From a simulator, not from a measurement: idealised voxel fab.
You're looking at the process module voxel double patterning.
FYI the section here is cut, 270 nm wide, cells are 5 nm squares.
Cross-section spec: square-cell grid; bands listed top down; each band is one or more rows. Top, bottom (nm), then materials left to right with widths (nm); lone material tagged "everywhere" fills the whole band edge to edge; "blank" = empty space. Basically, 0 is our baseline, since under it the wafer straight out of the box is all one material. The bottom band has no lower end and keeps on going down, so it looks like "0 down". With a width like "30..40", each row of cells in the band differs from the next by the same amount, the top row carrying the first number and the bottom row the second. For the purposes of this document, the phrase "nothing was modified" attached to a step denotes that no cell within the cross-section was modified by that step. For the entry "Enclosed internal cavities", the listed items are empty spaces with no open way to the top whose size is 8 cells or more; each item follows the pattern width x height at distance, where distance is from the left edge and all three are in nm. Note: text after step settings on the step line = simulator remark on that step. A step's line can hold "overlay nm"; with a mask on that step, the setting says how far right of the planned place the mask lay, while a negative setting says it lay to the left.

### Set out below are the planned steps of the process
1,RECEIVE: material Si
2,CONFORMAL_DEP: material SiO2, thk nm 10
3,DIRECTIONAL_DEP: material TiN, thk nm 20
4,DIRECTIONAL_DEP: material SiN, thk nm 5
5,DIRECTIONAL_DEP: material aC, thk nm 10
6,PATTERN: tone open, mask id FIRST, material resist, width nm 15, pitch nm 50, thk nm 30, overlay nm 0
7,DIRECTIONAL_ETCH: etch materials aC, depth nm 10
8,STRIP: etch materials resist
9,DIRECTIONAL_ETCH: etch materials SiN, depth nm 5
10,STRIP: etch materials aC
11,DIRECTIONAL_DEP: material aC, thk nm 10
12,PATTERN: tone open, mask id SECOND, material resist, width nm 15, pitch nm 50, thk nm 30, overlay nm 0
13,DIRECTIONAL_ETCH: etch materials aC, depth nm 10
14,STRIP: etch materials resist
15,DIRECTIONAL_ETCH: etch materials SiN, depth nm 5
16,STRIP: etch materials aC
17,DIRECTIONAL_ETCH: etch materials TiN, depth nm 20
18,STRIP: etch materials SiN

### This is the cross-section of the wafer as we received it, i.e. after step 1
> 0 down  Si everywhere
> Enclosed internal cavities: none

### End-of-module cross-section of the first of two wafers, processed as planned
> 30 to 10  75 TiN, 15 blank, 10 TiN, 15 blank, 10 TiN, 15 blank, 10 TiN, 15 blank, 10 TiN, 15 blank, 80 TiN
> 10 to 0  SiO2 everywhere
> 0 down  Si everywhere
> Enclosed internal cavities: none

### End-of-module cross-section of the second wafer: identical starting point and process plan to the first, with one processing mistake
> 20 to 0  75 TiN, 15 blank, 10 TiN, 15 blank, 10 TiN, 15 blank, 10 TiN, 15 blank, 10 TiN, 15 blank, 80 TiN
> 0 down  Si everywhere
> Enclosed internal cavities: none
Deviation noted in wafer processing: the plan's step 2 went unexecuted, having been skipped
Cell-count delta at end, second wafer over first, by material: SiO2 -108
